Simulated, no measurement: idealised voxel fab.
Proc. module: voxel self aligned vias
Each square cell in cross-section cut measures 5 nm, and the section as a whole is 245 nm wide.
The cross-sections in this document take the form of a grid made of square cells. They are written out as bands, in order from top to bottom. Each band consists of one or more rows of cells.
Top, bottom (nm), then materials left to right with widths (nm); lone material tagged "throughout" fills the whole band edge to edge; "air" = empty space.
Heights are reckoned from 0. Under this level, the received wafer is all of one material. The bottommost band is open-ended downward, for example "0..down".
A width given as "30->40" starts at the first number in the band's top row and ends at the second number in its bottom row, shifting by an equal amount at every step from row to row.
Any step labelled "nothing changed" changed none of the cells in the cross-section.
So "Sealed-off cavities" is basically the list of trapped voids: any empty space of 8 cells or more that can't reach the top through an opening. They're written width x height at distance, the distance being from the left edge, and it's all nm.
Formally, on a step line, whatever follows the settings is a remark that the simulator itself makes on the step.
"overlay nm" denotes, for a step that has a mask, the displacement of the mask to the right of its planned place, with negative values corresponding to the left.

**Process steps foreseen in the plan**
- 1: RECEIVE [material Si]
- 2: CONFORMAL_DEP [material SiO2] [thk nm 15]
- 3: CONFORMAL_DEP [material SiCN] [thk nm 5]
- 4: DIRECTIONAL_DEP [material SiO2] [thk nm 25]
- 5: MASKED_ETCH [tone open] [mask id LINES] [width nm 30] [pitch nm 65] [etch materials SiO2] [depth nm 25] [overlay nm 0]
- 6: CONFORMAL_DEP [material TiN] [thk nm 5]
- 7: FILL_DEP [material W] [thk nm 10]
- 8: CMP [height nm 45]
- 9: SELECTIVE_ETCH [etch materials W Ru TiN] [depth nm 5]
- 10: FILL_DEP [material SiN] [thk nm 5]
- 11: CMP [height nm 45]
- 12: DIRECTIONAL_DEP [material SiO2] [thk nm 15]
- 13: MASKED_ETCH [tone open] [mask id VIAS] [width nm 50] [pitch nm 65] [etch materials SiO2] [depth nm 15] [overlay nm 0]
- 14: MASKED_ETCH [tone open] [mask id VIAS] [width nm 50] [pitch nm 65] [etch materials SiN] [depth nm 5] [overlay nm 0]
- 15: CONFORMAL_DEP [material TiN] [thk nm 5]
- 16: FILL_DEP [material W] [thk nm 5]
- 17: CMP [height nm 60]
- 18: CONFORMAL_DEP [material SiCN] [thk nm 5]

**Here's what the wafer looked like in cross-section when it arrived - that's after step 1**
> 0..down: Si throughout
> Sealed-off cavities: none

**The module was run from the start shown above using the plan shown above, but one mistake was made doing it; the resulting wafer cross-section is below**
> 65..60: SiCN throughout
> 60..50: 20 nm SiO2, 5 nm TiN, 40 nm W, 5 nm TiN, 15 nm SiO2, 5 nm TiN, 40 nm W, 5 nm TiN, 15 nm SiO2, 5 nm TiN, 40 nm W, 5 nm TiN, 45 nm SiO2
> 50..45: 20 nm SiO2, 25 nm TiN, 20 nm W, 5 nm TiN, 15 nm SiO2, 25 nm TiN, 20 nm W, 5 nm TiN, 15 nm SiO2, 25 nm TiN, 20 nm W, 5 nm TiN, 45 nm SiO2
> 45..40: 40 nm SiO2, 30 nm TiN, 35 nm SiO2, 30 nm TiN, 35 nm SiO2, 30 nm TiN, 45 nm SiO2
> 40..25: 40 nm SiO2, 5 nm TiN, 20 nm W, 5 nm TiN, 35 nm SiO2, 5 nm TiN, 20 nm W, 5 nm TiN, 35 nm SiO2, 5 nm TiN, 20 nm W, 5 nm TiN, 45 nm SiO2
> 25..20: 40 nm SiO2, 30 nm TiN, 35 nm SiO2, 30 nm TiN, 35 nm SiO2, 30 nm TiN, 45 nm SiO2
> 20..15: SiCN throughout
> 15..0: SiO2 throughout
> 0..down: Si throughout
> Sealed-off cavities: none
Which mistake was made when the wafer was run? step 13 off recipe, ran as MASKED_ETCH [tone open] [mask id VIAS] [width nm 50] [pitch nm 65] [etch materials SiO2] [depth nm 15] [overlay nm -10]
